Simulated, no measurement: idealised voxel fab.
The document below concerns the process module designated voxel gate over fins.
Cross-sectional view cut (width: 285 nm; square cell size: 5 nm).
Cross-section, as written here: a square-cell grid given band by band from the top down, where a band holds one or more rows of cells. Top, bottom (nm), then materials left to right with widths (nm); lone material tagged "edge to edge" fills the whole band edge to edge; "empty" = empty space. We count height from 0. Below that, the starting wafer is all one material. The lowest band never ends at the bottom but goes on down; see "0 and below" for how that is written. It should be noted that a width expressed as "30..40" varies in equal increments from row to row of cells within the band, taking the value of the first number at the top row and that of the second number at the bottom row. It should be understood that the words "no alterations made", when stated for a given step, signify that the cross-section underwent no change in any of its cells during that step. The list in "Closed void listing" covers empty spaces of 8 cells or more that cannot reach the top through any open way, and it gives each as width x height at distance; the distance is from the left edge, and width, height and distance are in nm. Heads up: the bit after the settings on a step's line is the simulator's remark on that step. "overlay nm" answers the question of how far to the right of plan the mask lay on a step that has a mask, and when it is negative the answer is to the left.

Below is the list of planned process steps:
1,RECEIVE | material Si
2,CONFORMAL_DEP | material SiN | thk nm 10
3,MASKED_ETCH | tone cover | mask id FINS | width nm 15 | pitch nm 35 | etch materials SiN | depth nm 10 | overlay nm 0
4,MASKED_ETCH | tone cover | mask id FINS | width nm 15 | pitch nm 35 | etch materials Si | depth nm 30 | overlay nm 0
5,OXIDIZE | depth nm 5
6,FILL_DEP | material SiO2 | thk nm 15
7,CMP | height nm 10
8,SELECTIVE_ETCH | etch materials SiO2 | depth nm 25
9,STRIP | etch materials SiN
10,CONFORMAL_DEP | material HfO2 | thk nm 5
11,CONFORMAL_DEP | material TiN | thk nm 5
12,CONFORMAL_DEP | material TiAl | thk nm 5
13,CONFORMAL_DEP | material TiN | thk nm 5
14,FILL_DEP | material W | thk nm 10
15,CMP | height nm 25
16,CONFORMAL_DEP | material SiN | thk nm 5

Cross-section of the wafer as it came to us, i.e., already through step 1:
0 and below  Si edge to edge
Closed void listing: none

Cross-section, first of two wafers, end of module, run as planned:
30 down to 25  SiN edge to edge
25 down to 20  W edge to edge
20 down to 15  100 W / 80 TiN / 105 W
15 down to 10  100 W / 5 TiN / 70 TiAl / 5 TiN / 105 W
10 down to 5  100 W / 5 TiN / 5 TiAl / 25 TiN / 10 TiAl / 25 TiN / 5 TiAl / 5 TiN / 105 W
5 down to 0  105 TiN / 5 TiAl / 5 TiN / 15 HfO2 / 5 TiN / 10 TiAl / 5 TiN / 15 HfO2 / 5 TiN / 5 TiAl / 110 TiN
0 down to -5  110 TiAl / 5 TiN / 5 HfO2 / 5 Si / 5 HfO2 / 5 TiN / 10 TiAl / 5 TiN / 5 HfO2 / 5 Si / 5 HfO2 / 5 TiN / 115 TiAl
-5 down to -10  115 TiN / 5 HfO2 / 5 Si / 5 HfO2 / 20 TiN / 5 HfO2 / 5 Si / 5 HfO2 / 120 TiN
-10 down to -15  120 HfO2 / 5 Si / 30 HfO2 / 5 Si / 125 HfO2
-15 down to -35  120 SiO2 / 5 Si / 30 SiO2 / 5 Si / 125 SiO2
-35 and below  Si edge to edge
Closed void listing: none

Second of two wafers, module complete, sectioned: it shares the first wafer's start and plan but was run with one mistake:
30 down to 25  SiN edge to edge
25 down to 15  W edge to edge
15 down to 10  105 W / 70 TiN / 110 W
10 down to 5  105 W / 5 TiN / 25 TiAl / 10 TiN / 25 TiAl / 5 TiN / 110 W
5 down to 0  105 W / 5 TiN / 5 TiAl / 15 TiN / 5 TiAl / 10 TiN / 5 TiAl / 15 TiN / 5 TiAl / 5 TiN / 110 W
0 down to -5  110 TiN / 5 TiAl / 5 TiN / 5 Si / 5 TiN / 5 TiAl / 10 TiN / 5 TiAl / 5 TiN / 5 Si / 5 TiN / 5 TiAl / 115 TiN
-5 down to -10  115 TiAl / 5 TiN / 5 Si / 5 TiN / 20 TiAl / 5 TiN / 5 Si / 5 TiN / 120 TiAl
-10 down to -15  120 TiN / 5 Si / 30 TiN / 5 Si / 125 TiN
-15 down to -35  120 SiO2 / 5 Si / 30 SiO2 / 5 Si / 125 SiO2
-35 and below  Si edge to edge
Closed void listing: none
Nonconformance to the process plan: the plan's step 10 was left out and never carried out
Materials where the second wafer ends with more or fewer cells than the first: -69 HfO2 | +6 TiN | +63 W
